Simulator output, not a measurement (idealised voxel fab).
A process module follows: voxel gate over fins.
Square cell edge 5 nm, section width 195 nm, ID cut.
Think of the cross-section as a grid of square cells. We describe it in bands, top to bottom, and each band covers one or more rows of those cells. Within each band entry, the heights of the top and of the bottom of the band appear first, in that order and in nm; the materials of the band then follow from left to right, each with its corresponding width in nm. The designation "edge to edge" on a single material indicates that it fills the band from edge to edge; the designation "empty" indicates empty space. Zero point of the height axis is 0; under it, received wafer = one material. Lowest band: continues down indefinitely, "0 and below". Read "30 to 40" as a graded width: first number on top, second number at the bottom, same change between each pair of neighbouring rows. Step marked "left unchanged"? Then no cell in the cross-section changed in it. "Unvented internal voids" means: voids of 8 cells or more that are shut off from the top with no open way through. Written width x height at distance, distance from the left edge, in nm. Heads up: the bit after the settings on a step's line is the simulator's remark on that step. Regarding "overlay nm": on a step with a mask, it is the distance the mask lay to the right of its planned place; a negative value places it to the left. What follows is a series of pairs. Each pair shows a cross-section before one process step and the cross-section after it, and the after view is drawn only down to the lowest band that changed. Beneath each pair is the step that lies between the two, with its settings. Pairs may come from different runs of this module on the same starting wafer, so a pair continues from the one above it only where its entry headed "Pre-step section" says so.
Pre-step section
    5 down to 0: empty=25, HfO2=25, empty=35, HfO2=25, empty=35, HfO2=25, empty=25
    0 down to -10: empty=25, HfO2=5, Si=15, HfO2=5, empty=35, HfO2=5, Si=15, HfO2=5, empty=35, HfO2=5, Si=15, HfO2=5, empty=25
    -10 down to -15: HfO2=15, empty=10, HfO2=5, Si=15, HfO2=5, empty=10, HfO2=15, empty=10, HfO2=5, Si=15, HfO2=5, empty=10, HfO2=15, empty=10, HfO2=5, Si=15, HfO2=5, empty=10, HfO2=15
    -15 down to -20: SiO2=10, HfO2=20, Si=15, HfO2=20, SiO2=5, HfO2=20, Si=15, HfO2=20, SiO2=5, HfO2=20, Si=15, HfO2=20, SiO2=10
    -20 down to -30: SiO2=30, Si=15, SiO2=15, TiN=5, W=5, TiN=5, SiO2=15, Si=15, SiO2=45, Si=15, SiO2=30
    -30 down to -35: SiO2=30, Si=15, SiO2=15, TiN=15, SiO2=15, Si=15, SiO2=45, Si=15, SiO2=30
    -35 down to -40: SiO2=30, Si=15, SiO2=45, Si=15, SiO2=45, Si=15, SiO2=30
    -40 and below: Si edge to edge
    Unvented internal voids: none
Post-Step Cross-Section
    10 down to 5: empty=20, TiN=35, empty=25, TiN=35, empty=25, TiN=35, empty=20
    5 down to 0: empty=20, TiN=5, HfO2=25, TiN=5, empty=25, TiN=5, HfO2=25, TiN=5, empty=25, TiN=5, HfO2=25, TiN=5, empty=20
    0 down to -5: empty=20, TiN=5, HfO2=5, Si=15, HfO2=5, TiN=5, empty=25, TiN=5, HfO2=5, Si=15, HfO2=5, TiN=5, empty=25, TiN=5, HfO2=5, Si=15, HfO2=5, TiN=5, empty=20
    -5 down to -10: TiN=25, HfO2=5, Si=15, HfO2=5, TiN=35, HfO2=5, Si=15, HfO2=5, TiN=35, HfO2=5, Si=15, HfO2=5, TiN=25
    -10 down to -15: HfO2=15, TiN=10, HfO2=5, Si=15, HfO2=5, TiN=10, HfO2=15, TiN=10, HfO2=5, Si=15, HfO2=5, TiN=10, HfO2=15, TiN=10, HfO2=5, Si=15, HfO2=5, TiN=10, HfO2=15
    below -15: unchanged
    Unvented internal voids: none
Which process step falls between the two cross-sections above? CONFORMAL_DEP: material TiN, thk nm 5
Pre-step section: check the pair just above; its after cross-section is our before state.
Post-Step Cross-Section
    15 down to 10: empty=15, TiAl=45, empty=15, TiAl=45, empty=15, TiAl=45, empty=15
    10 down to 5: empty=15, TiAl=5, TiN=35, TiAl=5, empty=15, TiAl=5, TiN=35, TiAl=5, empty=15, TiAl=5, TiN=35, TiAl=5, empty=15
    5 down to 0: empty=15, TiAl=5, TiN=5, HfO2=25, TiN=5, TiAl=5, empty=15, TiAl=5, TiN=5, HfO2=25, TiN=5, TiAl=5, empty=15, TiAl=5, TiN=5, HfO2=25, TiN=5, TiAl=5, empty=15
    0 down to -5: TiAl=20, TiN=5, HfO2=5, Si=15, HfO2=5, TiN=5, TiAl=25, TiN=5, HfO2=5, Si=15, HfO2=5, TiN=5, TiAl=25, TiN=5, HfO2=5, Si=15, HfO2=5, TiN=5, TiAl=20
    below -5: unchanged
    Unvented internal voids: none
Which process step falls between the two cross-sections above? CONFORMAL_DEP: material TiAl, thk nm 5
Pre-step section: check the pair just above; its after cross-section is our before state.
Post-Step Cross-Section
    20 down to 15: empty=10, TiN=55, empty=5, TiN=55, empty=5, TiN=55, empty=10
    15 down to 10: empty=10, TiN=5, TiAl=45, TiN=5, empty=5, TiN=5, TiAl=45, TiN=5, empty=5, TiN=5, TiAl=45, TiN=5, empty=10
    10 down to 5: empty=10, TiN=5, TiAl=5, TiN=35, TiAl=5, TiN=5, empty=5, TiN=5, TiAl=5, TiN=35, TiAl=5, TiN=5, empty=5, TiN=5, TiAl=5, TiN=35, TiAl=5, TiN=5, empty=10
    5 down to 0: TiN=15, TiAl=5, TiN=5, HfO2=25, TiN=5, TiAl=5, TiN=15, TiAl=5, TiN=5, HfO2=25, TiN=5, TiAl=5, TiN=15, TiAl=5, TiN=5, HfO2=25, TiN=5, TiAl=5, TiN=15
    below 0: unchanged
    Unvented internal voids: none
Which process step falls between the two cross-sections above? CONFORMAL_DEP: material TiN, thk nm 5
Pre-step section: check the pair just above; its after cross-section is our before state.
Post-Step Cross-Section
    30 down to 20: W edge to edge
    20 down to 15: W=10, TiN=55, W=5, TiN=55, W=5, TiN=55, W=10
    15 down to 10: W=10, TiN=5, TiAl=45, TiN=5, W=5, TiN=5, TiAl=45, TiN=5, W=5, TiN=5, TiAl=45, TiN=5, W=10
    10 down to 5: W=10, TiN=5, TiAl=5, TiN=35, TiAl=5, TiN=5, W=5, TiN=5, TiAl=5, TiN=35, TiAl=5, TiN=5, W=5, TiN=5, TiAl=5, TiN=35, TiAl=5, TiN=5, W=10
    below 5: unchanged
    Unvented internal voids: none
Which process step falls between the two cross-sections above? FILL_DEP: material W, thk nm 10
Pre-step section: check the pair just above; its after cross-section is our before state.
Post-Step Cross-Section
    25 down to 20: W edge to edge
    below 20: unchanged
    Unvented internal voids: none
Which process step falls between the two cross-sections above? CMP: height nm 25
Pre-step section: check the pair just above; its after cross-section is our before state.
Post-Step Cross-Section
    30 down to 25: SiCN edge to edge
    below 25: unchanged
    Unvented internal voids: none
Which process step falls between the two cross-sections above? CONFORMAL_DEP: material SiCN, thk nm 5
Pre-step section
    5 down to 0: SiO2=30, SiN=15, SiO2=15, TiN=5, W=5, TiN=5, SiO2=15, SiN=15, SiO2=45, SiN=15, SiO2=30
    0 down to -30: SiO2=30, Si=15, SiO2=15, TiN=5, W=5, TiN=5, SiO2=15, Si=15, SiO2=45, Si=15, SiO2=30
    -30 down to -35: SiO2=30, Si=15, SiO2=15, TiN=15, SiO2=15, Si=15, SiO2=45, Si=15, SiO2=30
    -35 down to -40: SiO2=30, Si=15, SiO2=45, Si=15, SiO2=45, Si=15, SiO2=30
    -40 and below: Si edge to edge
    Unvented internal voids: none
Post-Step Cross-Section
    5 down to 0: SiO2=30, SiN=15, SiO2=15, empty=15, SiO2=15, SiN=15, SiO2=45, SiN=15, SiO2=30
    0 down to -30: SiO2=30, Si=15, SiO2=15, empty=15, SiO2=15, Si=15, SiO2=45, Si=15, SiO2=30
    below -30: unchanged
    Unvented internal voids: none
Which process step falls between the two cross-sections above? SELECTIVE_ETCH: etch materials W Ru TiN, depth nm 35
Pre-step section: check the pair just above; its after cross-section is our before state.
Post-Step Cross-Section
    10 down to 5: SiO2 edge to edge
    5 down to 0: SiO2=30, SiN=15, SiO2=45, SiN=15, SiO2=45, SiN=15, SiO2=30
    0 down to -30: SiO2=30, Si=15, SiO2=45, Si=15, SiO2=45, Si=15, SiO2=30
    below -30: unchanged
    Unvented internal voids: none
Which process step falls between the two cross-sections above? FILL_DEP: material SiO2, thk nm 5
Pre-step section: check the pair just above; its after cross-section is our before state.
Post-Step Cross-Section
    5 down to 0: SiO2=30, SiN=15, SiO2=45, SiN=15, SiO2=45, SiN=15, SiO2=30
    below 0: unchanged
    Unvented internal voids: none
Which process step falls between the two cross-sections above? CMP: height nm 5
Pre-step section: check the pair just above; its after cross-section is our before state.
Post-Step Cross-Section
    5 down to 0: empty=30, SiN=15, empty=45, SiN=15, empty=45, SiN=15, empty=30
    0 down to -15: empty=30, Si=15, empty=45, Si=15, empty=45, Si=15, empty=30
    below -15: unchanged
    Unvented internal voids: none
Which process step falls between the two cross-sections above? SELECTIVE_ETCH: etch materials SiO2, depth nm 20
Pre-step section: check the pair just above; its after cross-section is our before state.
Post-Step Cross-Section
    0 down to -15: empty=30, Si=15, empty=45, Si=15, empty=45, Si=15, empty=30
    below -15: unchanged
    Unvented internal voids: none
Which process step falls between the two cross-sections above? STRIP: etch materials SiN
Pre-step section: check the pair just above; its after cross-section is our before state.
Post-Step Cross-Section
    5 down to 0: empty=25, HfO2=25, empty=35, HfO2=25, empty=35, HfO2=25, empty=25
    0 down to -10: empty=25, HfO2=5, Si=15, HfO2=5, empty=35, HfO2=5, Si=15, HfO2=5, empty=35, HfO2=5, Si=15, HfO2=5, empty=25
    -10 down to -15: HfO2=30, Si=15, HfO2=45, Si=15, HfO2=45, Si=15, HfO2=30
    below -15: unchanged
    Unvented internal voids: none
Which process step falls between the two cross-sections above? CONFORMAL_DEP: material HfO2, thk nm 5
Pre-step section: check the pair just above; its after cross-section is our before state.
Post-Step Cross-Section
    10 down to 5: empty=20, TiN=35, empty=25, TiN=35, empty=25, TiN=35, empty=20
    5 down to 0: empty=20, TiN=5, HfO2=25, TiN=5, empty=25, TiN=5, HfO2=25, TiN=5, empty=25, TiN=5, HfO2=25, TiN=5, empty=20
    0 down to -5: empty=20, TiN=5, HfO2=5, Si=15, HfO2=5, TiN=5, empty=25, TiN=5, HfO2=5, Si=15, HfO2=5, TiN=5, empty=25, TiN=5, HfO2=5, Si=15, HfO2=5, TiN=5, empty=20
    -5 down to -10: TiN=25, HfO2=5, Si=15, HfO2=5, TiN=35, HfO2=5, Si=15, HfO2=5, TiN=35, HfO2=5, Si=15, HfO2=5, TiN=25
    below -10: unchanged
    Unvented internal voids: none
Which process step falls between the two cross-sections above? CONFORMAL_DEP: material TiN, thk nm 5
Pre-step section: check the pair just above; its after cross-section is our before state.
Post-Step Cross-Section
    15 down to 10: empty=15, TiAl=45, empty=15, TiAl=45, empty=15, TiAl=45, empty=15
    10 down to 5: empty=15, TiAl=5, TiN=35, TiAl=5, empty=15, TiAl=5, TiN=35, TiAl=5, empty=15, TiAl=5, TiN=35, TiAl=5, empty=15
    5 down to 0: empty=15, TiAl=5, TiN=5, HfO2=25, TiN=5, TiAl=5, empty=15, TiAl=5, TiN=5, HfO2=25, TiN=5, TiAl=5, empty=15, TiAl=5, TiN=5, HfO2=25, TiN=5, TiAl=5, empty=15
    0 down to -5: TiAl=20, TiN=5, HfO2=5, Si=15, HfO2=5, TiN=5, TiAl=25, TiN=5, HfO2=5, Si=15, HfO2=5, TiN=5, TiAl=25, TiN=5, HfO2=5, Si=15, HfO2=5, TiN=5, TiAl=20
    below -5: unchanged
    Unvented internal voids: none
Which process step falls between the two cross-sections above? CONFORMAL_DEP: material TiAl, thk nm 5
Pre-step section: check the pair just above; its after cross-section is our before state.
Post-Step Cross-Section
    20 down to 15: empty=10, TiN=55, empty=5, TiN=55, empty=5, TiN=55, empty=10
    15 down to 10: empty=10, TiN=5, TiAl=45, TiN=5, empty=5, TiN=5, TiAl=45, TiN=5, empty=5, TiN=5, TiAl=45, TiN=5, empty=10
    10 down to 5: empty=10, TiN=5, TiAl=5, TiN=35, TiAl=5, TiN=5, empty=5, TiN=5, TiAl=5, TiN=35, TiAl=5, TiN=5, empty=5, TiN=5, TiAl=5, TiN=35, TiAl=5, TiN=5, empty=10
    5 down to 0: TiN=15, TiAl=5, TiN=5, HfO2=25, TiN=5, TiAl=5, TiN=15, TiAl=5, TiN=5, HfO2=25, TiN=5, TiAl=5, TiN=15, TiAl=5, TiN=5, HfO2=25, TiN=5, TiAl=5, TiN=15
    below 0: unchanged
    Unvented internal voids: none
Which process step falls between the two cross-sections above? CONFORMAL_DEP: material TiN, thk nm 5
Pre-step section: check the pair just above; its after cross-section is our before state.
Post-Step Cross-Section
    30 down to 20: W edge to edge
    20 down to 15: W=10, TiN=55, W=5, TiN=55, W=5, TiN=55, W=10
    15 down to 10: W=10, TiN=5, TiAl=45, TiN=5, W=5, TiN=5, TiAl=45, TiN=5, W=5, TiN=5, TiAl=45, TiN=5, W=10
    10 down to 5: W=10, TiN=5, TiAl=5, TiN=35, TiAl=5, TiN=5, W=5, TiN=5, TiAl=5, TiN=35, TiAl=5, TiN=5, W=5, TiN=5, TiAl=5, TiN=35, TiAl=5, TiN=5, W=10
    below 5: unchanged
    Unvented internal voids: none
Which process step falls between the two cross-sections above? FILL_DEP: material W, thk nm 10
Pre-step section: check the pair just above; its after cross-section is our before state.
Post-Step Cross-Section
    25 down to 20: W edge to edge
    below 20: unchanged
    Unvented internal voids: none
Which process step falls between the two cross-sections above? CMP: height nm 25
Pre-step section: check the pair just above; its after cross-section is our before state.
Post-Step Cross-Section
    30 down to 25: SiCN edge to edge
    below 25: unchanged
    Unvented internal voids: none
Which process step falls between the two cross-sections above? CONFORMAL_DEP: material SiCN, thk nm 5
Pre-step section
    5 down to 0: SiO2=30, SiN=15, SiO2=45, SiN=15, SiO2=45, SiN=15, SiO2=30
    0 down to -40: SiO2=30, Si=15, SiO2=45, Si=15, SiO2=45, Si=15, SiO2=30
    -40 and below: Si edge to edge
    Unvented internal voids: none
Post-Step Cross-Section
    20 down to 5: resist=55, empty=25, resist=115
    below 5: unchanged
    Unvented internal voids: none
Which process step falls between the two cross-sections above? PATTERN: tone open, mask id RAIL, material resist, width nm 25, thk nm 15, overlay nm 0
Pre-step section: check the pair just above; its after cross-section is our before state.
Post-Step Cross-Section
    20 down to 5: resist=55, empty=25, resist=115
    5 down to 0: SiO2=30, SiN=15, SiO2=10, empty=25, SiO2=10, SiN=15, SiO2=45, SiN=15, SiO2=30
    0 down to -35: SiO2=30, Si=15, SiO2=10, empty=25, SiO2=10, Si=15, SiO2=45, Si=15, SiO2=30
    below -35: unchanged
    Unvented internal voids: none
Which process step falls between the two cross-sections above? DIRECTIONAL_ETCH: etch materials SiO2, depth nm 40
Pre-step section: check the pair just above; its after cross-section is our before state.
Post-Step Cross-Section
    5 down to 0: SiO2=30, SiN=15, SiO2=10, empty=25, SiO2=10, SiN=15, SiO2=45, SiN=15, SiO2=30
    below 0: unchanged
    Unvented internal voids: none
Which process step falls between the two cross-sections above? STRIP: etch materials resist
Pre-step section: check the pair just above; its after cross-section is our before state.
Post-Step Cross-Section
    10 down to 5: TiN=60, empty=15, TiN=120
    5 down to 0: SiO2=30, SiN=15, SiO2=10, TiN=5, empty=15, TiN=5, SiO2=10, SiN=15, SiO2=45, SiN=15, SiO2=30
    0 down to -30: SiO2=30, Si=15, SiO2=10, TiN=5, empty=15, TiN=5, SiO2=10, Si=15, SiO2=45, Si=15, SiO2=30
    -30 down to -35: SiO2=30, Si=15, SiO2=10, TiN=25, SiO2=10, Si=15, SiO2=45, Si=15, SiO2=30
    below -35: unchanged
    Unvented internal voids: none
Which process step falls between the two cross-sections above? CONFORMAL_DEP: material TiN, thk nm 5
Pre-step section: check the pair just above; its after cross-section is our before state.
Post-Step Cross-Section
    15 down to 10: W edge to edge
    10 down to 5: TiN=60, W=15, TiN=120
    5 down to 0: SiO2=30, SiN=15, SiO2=10, TiN=5, W=15, TiN=5, SiO2=10, SiN=15, SiO2=45, SiN=15, SiO2=30
    0 down to -30: SiO2=30, Si=15, SiO2=10, TiN=5, W=15, TiN=5, SiO2=10, Si=15, SiO2=45, Si=15, SiO2=30
    below -30: unchanged
    Unvented internal voids: none
Which process step falls between the two cross-sections above? FILL_DEP: material W, thk nm 5
Pre-step section: check the pair just above; its after cross-section is our before state.
Post-Step Cross-Section
    5 down to 0: SiO2=30, SiN=15, SiO2=10, TiN=5, W=15, TiN=5, SiO2=10, SiN=15, SiO2=45, SiN=15, SiO2=30
    below 0: unchanged
    Unvented internal voids: none
Which process step falls between the two cross-sections above? CMP: height nm 5
Pre-step section: check the pair just above; its after cross-section is our before state.
Post-Step Cross-Section
    5 down to 0: SiO2=30, SiN=15, SiO2=10, empty=25, SiO2=10, SiN=15, SiO2=45, SiN=15, SiO2=30
    0 down to -20: SiO2=30, Si=15, SiO2=10, empty=25, SiO2=10, Si=15, SiO2=45, Si=15, SiO2=30
    below -20: unchanged
    Unvented internal voids: none
Which process step falls between the two cross-sections above? SELECTIVE_ETCH: etch materials W Ru TiN, depth nm 25
Pre-step section: check the pair just above; its after cross-section is our before state.
Post-Step Cross-Section
    10 down to 5: SiO2 edge to edge
    5 down to 0: SiO2=30, SiN=15, SiO2=45, SiN=15, SiO2=45, SiN=15, SiO2=30
    0 down to -20: SiO2=30, Si=15, SiO2=45, Si=15, SiO2=45, Si=15, SiO2=30
    below -20: unchanged
    Unvented internal voids: none
Which process step falls between the two cross-sections above? FILL_DEP: material SiO2, thk nm 5
Pre-step section: check the pair just above; its after cross-section is our before state.
Post-Step Cross-Section
    5 down to 0: SiO2=30, SiN=15, SiO2=45, SiN=15, SiO2=45, SiN=15, SiO2=30
    below 0: unchanged
    Unvented internal voids: none
Which process step falls between the two cross-sections above? CMP: height nm 5
Pre-step section: check the pair just above; its after cross-section is our before state.
Post-Step Cross-Section
    5 down to 0: empty=30, SiN=15, empty=45, SiN=15, empty=45, SiN=15, empty=30
    0 down to -15: empty=30, Si=15, empty=45, Si=15, empty=45, Si=15, empty=30
    below -15: unchanged
    Unvented internal voids: none
Which process step falls between the two cross-sections above? SELECTIVE_ETCH: etch materials SiO2, depth nm 20
Pre-step section: check the pair just above; its after cross-section is our before state.
Post-Step Cross-Section
    0 down to -15: empty=30, Si=15, empty=45, Si=15, empty=45, Si=15, empty=30
    below -15: unchanged
    Unvented internal voids: none
Which process step falls between the two cross-sections above? STRIP: etch materials SiN
Pre-step section: check the pair just above; its after cross-section is our before state.
Post-Step Cross-Section
    5 down to 0: empty=25, HfO2=25, empty=35, HfO2=25, empty=35, HfO2=25, empty=25
    0 down to -10: empty=25, HfO2=5, Si=15, HfO2=5, empty=35, HfO2=5, Si=15, HfO2=5, empty=35, HfO2=5, Si=15, HfO2=5, empty=25
    -10 down to -15: HfO2=30, Si=15, HfO2=45, Si=15, HfO2=45, Si=15, HfO2=30
    below -15: unchanged
    Unvented internal voids: none
Which process step falls between the two cross-sections above? CONFORMAL_DEP: material HfO2, thk nm 5
Pre-step section: check the pair just above; its after cross-section is our before state.
Post-Step Cross-Section
    10 down to 5: empty=20, TiN=35, empty=25, TiN=35, empty=25, TiN=35, empty=20
    5 down to 0: empty=20, TiN=5, HfO2=25, TiN=5, empty=25, TiN=5, HfO2=25, TiN=5, empty=25, TiN=5, HfO2=25, TiN=5, empty=20
    0 down to -5: empty=20, TiN=5, HfO2=5, Si=15, HfO2=5, TiN=5, empty=25, TiN=5, HfO2=5, Si=15, HfO2=5, TiN=5, empty=25, TiN=5, HfO2=5, Si=15, HfO2=5, TiN=5, empty=20
    -5 down to -10: TiN=25, HfO2=5, Si=15, HfO2=5, TiN=35, HfO2=5, Si=15, HfO2=5, TiN=35, HfO2=5, Si=15, HfO2=5, TiN=25
    below -10: unchanged
    Unvented internal voids: none
Which process step falls between the two cross-sections above? CONFORMAL_DEP: material TiN, thk nm 5
Pre-step section: check the pair just above; its after cross-section is our before state.
Post-Step Cross-Section
    15 down to 10: empty=15, TiAl=45, empty=15, TiAl=45, empty=15, TiAl=45, empty=15
    10 down to 5: empty=15, TiAl=5, TiN=35, TiAl=5, empty=15, TiAl=5, TiN=35, TiAl=5, empty=15, TiAl=5, TiN=35, TiAl=5, empty=15
    5 down to 0: empty=15, TiAl=5, TiN=5, HfO2=25, TiN=5, TiAl=5, empty=15, TiAl=5, TiN=5, HfO2=25, TiN=5, TiAl=5, empty=15, TiAl=5, TiN=5, HfO2=25, TiN=5, TiAl=5, empty=15
    0 down to -5: TiAl=20, TiN=5, HfO2=5, Si=15, HfO2=5, TiN=5, TiAl=25, TiN=5, HfO2=5, Si=15, HfO2=5, TiN=5, TiAl=25, TiN=5, HfO2=5, Si=15, HfO2=5, TiN=5, TiAl=20
    below -5: unchanged
    Unvented internal voids: none
Which process step falls between the two cross-sections above? CONFORMAL_DEP: material TiAl, thk nm 5
Pre-step section: check the pair just above; its after cross-section is our before state.
Post-Step Cross-Section
    20 down to 15: empty=10, TiN=55, empty=5, TiN=55, empty=5, TiN=55, empty=10
    15 down to 10: empty=10, TiN=5, TiAl=45, TiN=5, empty=5, TiN=5, TiAl=45, TiN=5, empty=5, TiN=5, TiAl=45, TiN=5, empty=10
    10 down to 5: empty=10, TiN=5, TiAl=5, TiN=35, TiAl=5, TiN=5, empty=5, TiN=5, TiAl=5, TiN=35, TiAl=5, TiN=5, empty=5, TiN=5, TiAl=5, TiN=35, TiAl=5, TiN=5, empty=10
    5 down to 0: TiN=15, TiAl=5, TiN=5, HfO2=25, TiN=5, TiAl=5, TiN=15, TiAl=5, TiN=5, HfO2=25, TiN=5, TiAl=5, TiN=15, TiAl=5, TiN=5, HfO2=25, TiN=5, TiAl=5, TiN=15
    below 0: unchanged
    Unvented internal voids: none
Which process step falls between the two cross-sections above? CONFORMAL_DEP: material TiN, thk nm 5
Pre-step section: check the pair just above; its after cross-section is our before state.
Post-Step Cross-Section
    30 down to 20: W edge to edge
    20 down to 15: W=10, TiN=55, W=5, TiN=55, W=5, TiN=55, W=10
    15 down to 10: W=10, TiN=5, TiAl=45, TiN=5, W=5, TiN=5, TiAl=45, TiN=5, W=5, TiN=5, TiAl=45, TiN=5, W=10
    10 down to 5: W=10, TiN=5, TiAl=5, TiN=35, TiAl=5, TiN=5, W=5, TiN=5, TiAl=5, TiN=35, TiAl=5, TiN=5, W=5, TiN=5, TiAl=5, TiN=35, TiAl=5, TiN=5, W=10
    below 5: unchanged
    Unvented internal voids: none
Which process step falls between the two cross-sections above? FILL_DEP: material W, thk nm 10
Pre-step section: check the pair just above; its after cross-section is our before state.
Post-Step Cross-Section
    25 down to 20: W edge to edge
    below 20: unchanged
    Unvented internal voids: none
Which process step falls between the two cross-sections above? CMP: height nm 25
Pre-step section: check the pair just above; its after cross-section is our before state.
Post-Step Cross-Section
    30 down to 25: SiCN edge to edge
    below 25: unchanged
    Unvented internal voids: none
Which process step falls between the two cross-sections above? CONFORMAL_DEP: material SiCN, thk nm 5
Pre-step section
    5 down to 0: SiO2=30, SiN=15, SiO2=45, SiN=15, SiO2=45, SiN=15, SiO2=30
    0 down to -40: SiO2=30, Si=15, SiO2=45, Si=15, SiO2=45, Si=15, SiO2=30
    -40 and below: Si edge to edge
    Unvented internal voids: none
Post-Step Cross-Section
    20 down to 5: resist=65, empty=15, resist=115
    below 5: unchanged
    Unvented internal voids: none
Which process step falls between the two cross-sections above? PATTERN: tone open, mask id RAIL, material resist, width nm 15, thk nm 15, overlay nm 5
Pre-step section: check the pair just above; its after cross-section is our before state.
Post-Step Cross-Section
    20 down to 5: resist=65, empty=15, resist=115
    5 down to 0: SiO2=30, SiN=15, SiO2=20, empty=15, SiO2=10, SiN=15, SiO2=45, SiN=15, SiO2=30
    0 down to -35: SiO2=30, Si=15, SiO2=20, empty=15, SiO2=10, Si=15, SiO2=45, Si=15, SiO2=30
    below -35: unchanged
    Unvented internal voids: none
Which process step falls between the two cross-sections above? DIRECTIONAL_ETCH: etch materials SiO2, depth nm 40
Pre-step section: check the pair just above; its after cross-section is our before state.
Post-Step Cross-Section
    5 down to 0: SiO2=30, SiN=15, SiO2=20, empty=15, SiO2=10, SiN=15, SiO2=45, SiN=15, SiO2=30
    below 0: unchanged
    Unvented internal voids: none
Which process step falls between the two cross-sections above? STRIP: etch materials resist
Pre-step section: check the pair just above; its after cross-section is our before state.
Post-Step Cross-Section
    10 down to 5: TiN=70, empty=5, TiN=120
    5 down to 0: SiO2=30, SiN=15, SiO2=20, TiN=5, empty=5, TiN=5, SiO2=10, SiN=15, SiO2=45, SiN=15, SiO2=30
    0 down to -30: SiO2=30, Si=15, SiO2=20, TiN=5, empty=5, TiN=5, SiO2=10, Si=15, SiO2=45, Si=15, SiO2=30
    -30 down to -35: SiO2=30, Si=15, SiO2=20, TiN=15, SiO2=10, Si=15, SiO2=45, Si=15, SiO2=30
    below -35: unchanged
    Unvented internal voids: none
Which process step falls between the two cross-sections above? CONFORMAL_DEP: material TiN, thk nm 5
Pre-step section: check the pair just above; its after cross-section is our before state.
Post-Step Cross-Section
    15 down to 10: W edge to edge
    10 down to 5: TiN=70, W=5, TiN=120
    5 down to 0: SiO2=30, SiN=15, SiO2=20, TiN=5, W=5, TiN=5, SiO2=10, SiN=15, SiO2=45, SiN=15, SiO2=30
    0 down to -30: SiO2=30, Si=15, SiO2=20, TiN=5, W=5, TiN=5, SiO2=10, Si=15, SiO2=45, Si=15, SiO2=30
    below -30: unchanged
    Unvented internal voids: none
Which process step falls between the two cross-sections above? FILL_DEP: material W, thk nm 5
Pre-step section: check the pair just above; its after cross-section is our before state.
Post-Step Cross-Section
    5 down to 0: SiO2=30, SiN=15, SiO2=20, TiN=5, W=5, TiN=5, SiO2=10, SiN=15, SiO2=45, SiN=15, SiO2=30
    below 0: unchanged
    Unvented internal voids: none
Which process step falls between the two cross-sections above? CMP: height nm 5
Pre-step section: check the pair just above; its after cross-section is our before state.
Post-Step Cross-Section
    5 down to 0: SiO2=30, SiN=15, SiO2=20, empty=15, SiO2=10, SiN=15, SiO2=45, SiN=15, SiO2=30
    0 down to -20: SiO2=30, Si=15, SiO2=20, empty=15, SiO2=10, Si=15, SiO2=45, Si=15, SiO2=30
    below -20: unchanged
    Unvented internal voids: none
Which process step falls between the two cross-sections above? SELECTIVE_ETCH: etch materials W Ru TiN, depth nm 25
Pre-step section: check the pair just above; its after cross-section is our before state.
Post-Step Cross-Section
    10 down to 5: SiO2 edge to edge
    5 down to 0: SiO2=30, SiN=15, SiO2=45, SiN=15, SiO2=45, SiN=15, SiO2=30
    0 down to -20: SiO2=30, Si=15, SiO2=45, Si=15, SiO2=45, Si=15, SiO2=30
    below -20: unchanged
    Unvented internal voids: none
Which process step falls between the two cross-sections above? FILL_DEP: material SiO2, thk nm 5
Pre-step section: check the pair just above; its after cross-section is our before state.
Post-Step Cross-Section
    5 down to 0: SiO2=30, SiN=15, SiO2=45, SiN=15, SiO2=45, SiN=15, SiO2=30
    below 0: unchanged
    Unvented internal voids: none
Which process step falls between the two cross-sections above? CMP: height nm 5
Pre-step section: check the pair just above; its after cross-section is our before state.
Post-Step Cross-Section
    5 down to 0: empty=30, SiN=15, empty=45, SiN=15, empty=45, SiN=15, empty=30
    0 down to -15: empty=30, Si=15, empty=45, Si=15, empty=45, Si=15, empty=30
    below -15: unchanged
    Unvented internal voids: none
Which process step falls between the two cross-sections above? SELECTIVE_ETCH: etch materials SiO2, depth nm 20
Pre-step section: check the pair just above; its after cross-section is our before state.
Post-Step Cross-Section
    0 down to -15: empty=30, Si=15, empty=45, Si=15, empty=45, Si=15, empty=30
    below -15: unchanged
    Unvented internal voids: none
Which process step falls between the two cross-sections above? STRIP: etch materials SiN
Pre-step section: check the pair just above; its after cross-section is our before state.
Post-Step Cross-Section
    5 down to 0: empty=25, HfO2=25, empty=35, HfO2=25, empty=35, HfO2=25, empty=25
    0 down to -10: empty=25, HfO2=5, Si=15, HfO2=5, empty=35, HfO2=5, Si=15, HfO2=5, empty=35, HfO2=5, Si=15, HfO2=5, empty=25
    -10 down to -15: HfO2=30, Si=15, HfO2=45, Si=15, HfO2=45, Si=15, HfO2=30
    below -15: unchanged
    Unvented internal voids: none
Which process step falls between the two cross-sections above? CONFORMAL_DEP: material HfO2, thk nm 5
Pre-step section: check the pair just above; its after cross-section is our before state.
Post-Step Cross-Section
    10 down to 5: empty=20, TiN=35, empty=25, TiN=35, empty=25, TiN=35, empty=20
    5 down to 0: empty=20, TiN=5, HfO2=25, TiN=5, empty=25, TiN=5, HfO2=25, TiN=5, empty=25, TiN=5, HfO2=25, TiN=5, empty=20
    0 down to -5: empty=20, TiN=5, HfO2=5, Si=15, HfO2=5, TiN=5, empty=25, TiN=5, HfO2=5, Si=15, HfO2=5, TiN=5, empty=25, TiN=5, HfO2=5, Si=15, HfO2=5, TiN=5, empty=20
    -5 down to -10: TiN=25, HfO2=5, Si=15, HfO2=5, TiN=35, HfO2=5, Si=15, HfO2=5, TiN=35, HfO2=5, Si=15, HfO2=5, TiN=25
    below -10: unchanged
    Unvented internal voids: none
Which process step falls between the two cross-sections above? CONFORMAL_DEP: material TiN, thk nm 5
Pre-step section: check the pair just above; its after cross-section is our before state.
Post-Step Cross-Section
    15 down to 10: empty=15, TiAl=45, empty=15, TiAl=45, empty=15, TiAl=45, empty=15
    10 down to 5: empty=15, TiAl=5, TiN=35, TiAl=5, empty=15, TiAl=5, TiN=35, TiAl=5, empty=15, TiAl=5, TiN=35, TiAl=5, empty=15
    5 down to 0: empty=15, TiAl=5, TiN=5, HfO2=25, TiN=5, TiAl=5, empty=15, TiAl=5, TiN=5, HfO2=25, TiN=5, TiAl=5, empty=15, TiAl=5, TiN=5, HfO2=25, TiN=5, TiAl=5, empty=15
    0 down to -5: TiAl=20, TiN=5, HfO2=5, Si=15, HfO2=5, TiN=5, TiAl=25, TiN=5, HfO2=5, Si=15, HfO2=5, TiN=5, TiAl=25, TiN=5, HfO2=5, Si=15, HfO2=5, TiN=5, TiAl=20
    below -5: unchanged
    Unvented internal voids: none
Which process step falls between the two cross-sections above? CONFORMAL_DEP: material TiAl, thk nm 5
